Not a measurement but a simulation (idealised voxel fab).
process module | voxel transistor to metal
cross-section cut | 190 nm wide | cells 5 nm
A cross-section is a grid of square cells, given in bands from the top down. A band is one or more rows of cells.
Each band's line starts with the height of the band's top and of its bottom, in nm. Then come its materials from left to right, each with its width in nm. One material with "throughout" fills the band from edge to edge. "air" is empty space.
Height 0 is the level under which the wafer as received is all one material. The lowest band goes on downwards, as in "0 down".
A width such as "30 to 40" changes by the same amount from each row of cells to the next, from the band's top row to its bottom row.
"no change" after a step means that no cell of the cross-section changed.
closed voids: empty space of 8 cells or more with no open way to the top, each as width x height at its distance from the left edge, in nm
after a step's settings: what the simulator itself notes on the step
overlay nm, on a step with a mask: how far to the right of its planned place the mask lay; to the left if negative
plan
1 op RECEIVE | material Si
2 op OXIDIZE | depth nm 5
3 op CONFORMAL_DEP | material SiN | thk nm 15
4 op MASKED_ETCH | tone cover | mask id ACTIVE | width nm 105 | etch materials SiN | depth nm 15 | overlay nm 0
5 op MASKED_ETCH | tone cover | mask id ACTIVE | width nm 105 | etch materials SiO2 | depth nm 5 | overlay nm 0
6 op MASKED_ETCH | tone cover | mask id ACTIVE | width nm 105 | etch materials Si | depth nm 30 | overlay nm 0
7 op OXIDIZE | depth nm 5
8 op FILL_DEP | material SiO2 | thk nm 10
9 op CMP | height nm 15
10 op SELECTIVE_ETCH | etch materials SiO2 | depth nm 5
11 op STRIP | etch materials SiN
12 op SELECTIVE_ETCH | etch materials SiO2 | depth nm 5
13 op OXIDIZE | depth nm 5
14 op DIRECTIONAL_DEP | material polySi | thk nm 20
15 op DIRECTIONAL_DEP | material SiCN | thk nm 10
16 op MASKED_ETCH | tone cover | mask id GATE | width nm 15 | etch materials SiCN | depth nm 20 | overlay nm 0
17 op MASKED_ETCH | tone cover | mask id GATE | width nm 15 | etch materials polySi | depth nm 30 | overlay nm 0
18 op CONFORMAL_DEP | material SiO2 | thk nm 5
19 op DIRECTIONAL_ETCH | etch materials SiO2 | depth nm 5
20 op CONFORMAL_DEP | material SiN | thk nm 5
21 op DIRECTIONAL_ETCH | etch materials SiN | depth nm 5
22 op DIRECTIONAL_ETCH | etch materials SiO2 | depth nm 5
23 op DIRECTIONAL_ETCH | etch materials Si | depth nm 15
24 op EPI | material nSi | thk nm 15
25 op FILL_DEP | material SiO2 | thk nm 10
26 op CMP | height nm 25
27 op DIRECTIONAL_DEP | material SiO2 | thk nm 10
28 op DIRECTIONAL_DEP | material aC | thk nm 10
29 op PATTERN | tone open | mask id CONTACT | material resist | width nm 30 | pitch nm 55 | thk nm 30 | overlay nm 0
30 op DIRECTIONAL_ETCH | etch materials aC | depth nm 10
31 op STRIP | etch materials resist
32 op DIRECTIONAL_ETCH | etch materials SiO2 | depth nm 45
33 op STRIP | etch materials aC
34 op CONFORMAL_DEP | material TiN | thk nm 5
35 op FILL_DEP | material W | thk nm 10
36 op CMP | height nm 35
37 op DIRECTIONAL_DEP | material TiN | thk nm 5
38 op DIRECTIONAL_DEP | material Ru | thk nm 15
39 op PATTERN | tone cover | mask id METAL_1 | material resist | width nm 15 | pitch nm 70 | thk nm 20 | overlay nm 0
40 op DIRECTIONAL_ETCH | etch materials Ru | depth nm 15
41 op DIRECTIONAL_ETCH | etch materials TiN | depth nm 5
42 op STRIP | etch materials resist
43 op CONFORMAL_DEP | material SiN | thk nm 5
44 op FILL_DEP | material SiO2 | thk nm 5
45 op CMP | height nm 55
46 op CONFORMAL_DEP | material SiCN | thk nm 5
47 op DIRECTIONAL_DEP | material SiO2 | thk nm 30
48 op DIRECTIONAL_DEP | material aC | thk nm 15
49 op PATTERN | tone open | mask id METAL_2 | material resist | width nm 15 | pitch nm 70 | thk nm 30 | overlay nm -15
50 op DIRECTIONAL_ETCH | etch materials aC | depth nm 15
51 op STRIP | etch materials resist
52 op DIRECTIONAL_ETCH | etch materials SiO2 | depth nm 20
53 op STRIP | etch materials aC
54 op MASKED_ETCH | tone open | mask id METAL_2_HOLES | width nm 15 | pitch nm 70 | etch materials SiO2 | depth nm 10 | overlay nm 0
55 op MASKED_ETCH | tone open | mask id METAL_2_HOLES | width nm 15 | pitch nm 70 | etch materials SiCN | depth nm 5 | overlay nm 0
56 op CONFORMAL_DEP | material TiN | thk nm 5
57 op FILL_DEP | material Cu | thk nm 5
58 op CMP | height nm 90
59 op CONFORMAL_DEP | material SiCN | thk nm 5
varied across the wafers: overlay nm of step 49. The plan shows the first wafer's value. All wafers start alike
first wafer as received, after step 1
  0 down: Si throughout
  closed voids: none
first wafer at the end, after step 59
  95 to 90: SiCN throughout
  90 to 80: SiO2 35 | TiN 5 | Cu 20 to 5 | TiN 5 to 20 | SiO2 40 | TiN 5 | Cu 20 to 5 | TiN 5 to 20 | SiO2 55
  80 to 75: SiO2 35 | TiN 5 | Cu 5 | TiN 5 | SiO2 55 | TiN 5 | Cu 5 | TiN 5 | SiO2 70
  75 to 70: SiO2 35 | TiN 15 | SiO2 55 | TiN 15 | SiO2 70
  70 to 60: SiO2 throughout
  60 to 55: SiCN throughout
  55 to 40: SiO2 45 | SiN 5 | Ru 15 | SiN 5 | SiO2 45 | SiN 5 | Ru 15 | SiN 5 | SiO2 50
  40 to 35: SiN 50 | TiN 15 | SiN 55 | TiN 15 | SiN 55
  35 to 25: SiO2 50 | TiN 5 | W 20 to 15 | TiN 5 to 10 | SiO2 25 | TiN 5 to 10 | W 20 to 15 | TiN 5 | SiO2 55
  25 to 15: SiO2 50 | TiN 5 | W 15 | TiN 5 | SiN 5 | SiO2 5 | SiCN 15 | SiO2 5 | SiN 5 | TiN 5 | W 15 | TiN 5 | SiO2 55
  15 to 10: SiO2 50 | TiN 5 | W 15 | TiN 5 | SiN 5 | SiO2 5 | polySi 15 | SiO2 5 | SiN 5 | TiN 5 | W 15 | TiN 5 | SiO2 55
  10 to 5: SiO2 50 | TiN 25 | SiN 5 | SiO2 5 | polySi 15 | SiO2 5 | SiN 5 | TiN 25 | SiO2 55
  5 to -5: SiO2 40 | SiN 5 | SiO2 5 | TiN 10 | nSi 15 | SiN 5 | SiO2 5 | polySi 15 | SiO2 5 | SiN 5 | nSi 15 | TiN 10 | SiO2 5 | SiN 5 | SiO2 45
  -5 to -10: SiO2 50 | TiN 10 | nSi 15 | SiO2 35 | nSi 15 | TiN 10 | SiO2 55
  -10 to -25: SiO2 45 | nSi 30 | Si 35 | nSi 30 | SiO2 50
  -25 to -40: SiO2 45 | Si 95 | SiO2 50
  -40 down: Si throughout
  closed voids: none
last wafer at the end
  95 to 90: SiCN throughout
  90 to 80: SiO2 50 | TiN 5 to 20 | Cu 20 to 5 | TiN 5 | SiO2 40 | TiN 5 to 20 | Cu 20 to 5 | TiN 5 | SiO2 40
  80 to 75: SiO2 65 | TiN 5 | Cu 5 | TiN 5 | SiO2 55 | TiN 5 | Cu 5 | TiN 5 | SiO2 40
  75 to 70: SiO2 65 | TiN 15 | SiO2 55 | TiN 15 | SiO2 40
  70 to 60: SiO2 throughout
  60 to 55: SiCN throughout
  55 to 40: SiO2 45 | SiN 5 | Ru 15 | SiN 5 | SiO2 45 | SiN 5 | Ru 15 | SiN 5 | SiO2 50
  40 to 35: SiN 50 | TiN 15 | SiN 55 | TiN 15 | SiN 55
  35 to 25: SiO2 50 | TiN 5 | W 20 to 15 | TiN 5 to 10 | SiO2 25 | TiN 5 to 10 | W 20 to 15 | TiN 5 | SiO2 55
  25 to 15: SiO2 50 | TiN 5 | W 15 | TiN 5 | SiN 5 | SiO2 5 | SiCN 15 | SiO2 5 | SiN 5 | TiN 5 | W 15 | TiN 5 | SiO2 55
  15 to 10: SiO2 50 | TiN 5 | W 15 | TiN 5 | SiN 5 | SiO2 5 | polySi 15 | SiO2 5 | SiN 5 | TiN 5 | W 15 | TiN 5 | SiO2 55
  10 to 5: SiO2 50 | TiN 25 | SiN 5 | SiO2 5 | polySi 15 | SiO2 5 | SiN 5 | TiN 25 | SiO2 55
  5 to -5: SiO2 40 | SiN 5 | SiO2 5 | TiN 10 | nSi 15 | SiN 5 | SiO2 5 | polySi 15 | SiO2 5 | SiN 5 | nSi 15 | TiN 10 | SiO2 5 | SiN 5 | SiO2 45
  -5 to -10: SiO2 50 | TiN 10 | nSi 15 | SiO2 35 | nSi 15 | TiN 10 | SiO2 55
  -10 to -25: SiO2 45 | nSi 30 | Si 35 | nSi 30 | SiO2 50
  -25 to -40: SiO2 45 | Si 95 | SiO2 50
  -40 down: Si throughout
  closed voids: none
each wafer at the end: cells of each material gained (+) or lost (-) since it was received, then its closed voids
overlay nm -15 | +12 Cu | +18 Ru | -226 Si | +82 SiCN | +60 SiN | +604 SiO2 | +74 TiN | +32 W | +54 nSi | +12 polySi | closed voids: none
overlay nm -10 | +10 Cu | +18 Ru | -226 Si | +80 SiCN | +60 SiN | +604 SiO2 | +78 TiN | +32 W | +54 nSi | +12 polySi | closed voids: none
overlay nm -5 | +8 Cu | +18 Ru | -226 Si | +78 SiCN | +60 SiN | +604 SiO2 | +82 TiN | +32 W | +54 nSi | +12 polySi | closed voids: none
overlay nm 0 | +12 Cu | +18 Ru | -226 Si | +76 SiCN | +60 SiN | +604 SiO2 | +80 TiN | +32 W | +54 nSi | +12 polySi | closed voids: none
overlay nm 5 | +8 Cu | +18 Ru | -226 Si | +78 SiCN | +60 SiN | +604 SiO2 | +82 TiN | +32 W | +54 nSi | +12 polySi | closed voids: none
overlay nm 10 | +10 Cu | +18 Ru | -226 Si | +80 SiCN | +60 SiN | +604 SiO2 | +78 TiN | +32 W | +54 nSi | +12 polySi | closed voids: none
overlay nm 15 | +12 Cu | +18 Ru | -226 Si | +82 SiCN | +60 SiN | +604 SiO2 | +74 TiN | +32 W | +54 nSi | +12 polySi | closed voids: none
